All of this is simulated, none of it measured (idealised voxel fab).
process module | voxel local oxidation
cross-section cut | 210 nm wide | cells 5 nm
A cross-section is a grid of square cells, given in bands from the top down. A band is one or more rows of cells.
Each band's line starts with the height of the band's top and of its bottom, in nm. Then come its materials from left to right, each with its width in nm. One material with "throughout" fills the band from edge to edge. "air" is empty space.
Height 0 is the level under which the wafer as received is all one material. The lowest band goes on downwards, as in "0 down".
A width such as "30 to 40" changes by the same amount from each row of cells to the next, from the band's top row to its bottom row.
"no change" after a step means that no cell of the cross-section changed.
closed voids: empty space of 8 cells or more with no open way to the top, each as width x height at its distance from the left edge, in nm
after a step's settings: what the simulator itself notes on the step
overlay nm, on a step with a mask: how far to the right of its planned place the mask lay; to the left if negative
plan
1 op RECEIVE | material Si
2 op OXIDIZE | depth nm 5
3 op CONFORMAL_DEP | material SiN | thk nm 10
4 op MASKED_ETCH | tone cover | mask id ACTIVE | width nm 130 | etch materials SiN | depth nm 10 | overlay nm 0
5 op SELECTIVE_ETCH | etch materials SiO2 | depth nm 5
6 op OXIDIZE | depth nm 10
7 op STRIP | etch materials SiN
as received, after step 1
  0 down: Si throughout
  closed voids: none
first wafer at the end, as planned
  0 to -5: air 45 | SiO2 120 | air 45
  -5 to -15: SiO2 55 | Si 100 | SiO2 55
  -15 down: Si throughout
  closed voids: none
second wafer at the end: like start, like plan, one mistake
  0 to -5: air 40 | SiO2 120 | air 50
  -5 to -15: SiO2 50 | Si 100 | SiO2 60
  -15 down: Si throughout
  closed voids: none
what went wrong: step 4 ran as: op MASKED_ETCH | tone cover | mask id ACTIVE | width nm 130 | etch materials SiN | depth nm 10 | overlay nm -5
at the end the second wafer has, in cells: as many of each material as the first, in other places
